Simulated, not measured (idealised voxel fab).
process module | voxel gate over fins
cross-section cut | 225 nm wide | cells 5 nm
A cross-section is a grid of square cells, given in bands from the top down. A band is one or more rows of cells.
Each band's line starts with the height of the band's top and of its bottom, in nm. Then come its materials from left to right, each with its width in nm. One material with "throughout" fills the band from edge to edge. "air" is empty space.
Height 0 is the level under which the wafer as received is all one material. The lowest band goes on downwards, as in "0 down".
A width such as "30 to 40" changes by the same amount from each row of cells to the next, from the band's top row to its bottom row.
"no change" after a step means that no cell of the cross-section changed.
closed voids: empty space of 8 cells or more with no open way to the top, each as width x height at its distance from the left edge, in nm
after a step's settings: what the simulator itself notes on the step
overlay nm, on a step with a mask: how far to the right of its planned place the mask lay; to the left if negative
plan
1 op RECEIVE | material Si
2 op CONFORMAL_DEP | material SiN | thk nm 10
3 op PATTERN | tone cover | mask id FINS | material resist | width nm 15 | pitch nm 35 | thk nm 20 | overlay nm 0
4 op DIRECTIONAL_ETCH | etch materials SiN | depth nm 10
5 op DIRECTIONAL_ETCH | etch materials Si | depth nm 30
6 op STRIP | etch materials resist
7 op OXIDIZE | depth nm 5
8 op FILL_DEP | material SiO2 | thk nm 10
9 op CMP | height nm 10
10 op SELECTIVE_ETCH | etch materials SiO2 | depth nm 25
11 op STRIP | etch materials SiN
12 op CONFORMAL_DEP | material HfO2 | thk nm 5
13 op CONFORMAL_DEP | material TiN | thk nm 5
14 op CONFORMAL_DEP | material TiAl | thk nm 5
15 op CONFORMAL_DEP | material TiN | thk nm 5
16 op FILL_DEP | material W | thk nm 15
17 op CMP | height nm 30
18 op CONFORMAL_DEP | material SiN | thk nm 10
as received, after step 1
  0 down: Si throughout
  closed voids: none
a wafer at the end: this start, this plan, one mistake
  40 to 30: SiN throughout
  30 to 15: W throughout
  15 to 5: W 60 | TiN 105 | W 60
  5 to 0: W 60 | TiN 10 | HfO2 15 | TiN 20 | HfO2 15 | TiN 20 | HfO2 15 | TiN 10 | W 60
  0 to -10: TiN 70 | HfO2 5 | Si 5 | HfO2 5 | TiN 20 | HfO2 5 | Si 5 | HfO2 5 | TiN 20 | HfO2 5 | Si 5 | HfO2 5 | TiN 70
  -10 to -15: HfO2 75 | Si 5 | HfO2 30 | Si 5 | HfO2 30 | Si 5 | HfO2 75
  -15 to -35: SiO2 75 | Si 5 | SiO2 30 | Si 5 | SiO2 30 | Si 5 | SiO2 75
  -35 down: Si throughout
  closed voids: none
what went wrong: step 14 was left out
